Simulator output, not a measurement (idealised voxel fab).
Proc. module: voxel self aligned contacts
We display cut, a cross-section 300 nm in width whose square cells are each 5 nm.
Each cross-section below is a grid of square cells, stated as bands in top-down order, with one or more rows of cells making up each band. Read a band's entry like this: the first values are the height of its top and the height of its bottom in nm, and what follows is the sequence of materials from left to right, each with its width in nm. Note that "air" is empty space, and that a single material marked "all across" reaches across the band from edge to edge. All heights in this document are referenced to 0, defined as the level beneath which the wafer, as received, consists entirely of one material. The lowest band is not bounded below; it extends indefinitely downward and is written in the form "0 down". The expression "30 to 40" gives the width at the extremes of the band, the first number at its top row of cells and the second at its bottom row, with the width changing by equal amounts from each row to the next in between. "everything unchanged" -> step changed no cross-section cell. This entry, "Closed void catalog", enumerates those empty regions of no fewer than 8 cells that possess no open connection to the top. Each region is reported in the form width x height at distance, the distance being taken from the left edge, with all three quantities expressed in nm. On a step's line, text after the settings is the simulator commenting on that step. Steps that use a mask can have "overlay nm" on their line. It says how far the mask sat to the right of where it was meant to be. Negative means to the left.

**Planned step list for the process**
| 1 | RECEIVE: material Si |
| 2 | CONFORMAL_DEP: material SiO2, thk nm 5 |
| 3 | DIRECTIONAL_DEP: material polySi, thk nm 20 |
| 4 | DIRECTIONAL_DEP: material SiN, thk nm 15 |
| 5 | PATTERN: tone cover, mask id GATE, material resist, width nm 25, pitch nm 60, thk nm 15, overlay nm 0 |
| 6 | DIRECTIONAL_ETCH: etch materials SiN, depth nm 15 |
| 7 | DIRECTIONAL_ETCH: etch materials polySi, depth nm 20 |
| 8 | STRIP: etch materials resist |
| 9 | CONFORMAL_DEP: material SiN, thk nm 5 |
| 10 | DIRECTIONAL_ETCH: etch materials SiN, depth nm 5 |
| 11 | FILL_DEP: material SiO2, thk nm 15 |
| 12 | CMP: height nm 50 |
| 13 | PATTERN: tone open, mask id CONTACT, material resist, width nm 45, pitch nm 60, thk nm 15, overlay nm 0 |
| 14 | DIRECTIONAL_ETCH: etch materials SiO2, depth nm 50 |
| 15 | STRIP: etch materials resist |
| 16 | CONFORMAL_DEP: material TiN, thk nm 5 |
| 17 | FILL_DEP: material W, thk nm 10 |
| 18 | CMP: height nm 50 |
| 19 | CONFORMAL_DEP: material SiCN, thk nm 5 |

**as received, after step 1**
	0 down | Si all across
	Closed void catalog: none

**What the wafer looks like in cross-section after this module, when it starts as shown above and follows the plan above but one mistake is made in running it**
	55 to 50 | SiCN all across
	50 to 40 | SiO2=100, TiN=5 to 10, W=30 to 15, TiN=5 to 15, SiO2=20, TiN=5 to 10, W=30 to 15, TiN=5 to 15, SiO2=100
	40 to 25 | SiO2=70, SiN=35, TiN=5, W=15, TiN=5, SiN=35, TiN=5, W=15, TiN=5, SiN=35, SiO2=75
	25 to 5 | SiO2=70, SiN=5, polySi=25, SiN=5, TiN=5, W=15, TiN=5, SiN=5, polySi=25, SiN=5, TiN=5, W=15, TiN=5, SiN=5, polySi=25, SiN=5, SiO2=75
	5 to 0 | SiO2=105, TiN=25, SiO2=35, TiN=25, SiO2=110
	0 down | Si all across
	Closed void catalog: none
Deviation from plan: step 13 did not use the planned setting and instead ran as PATTERN: tone open, mask id CONTACT, material resist, width nm 40, pitch nm 60, thk nm 15, overlay nm 0
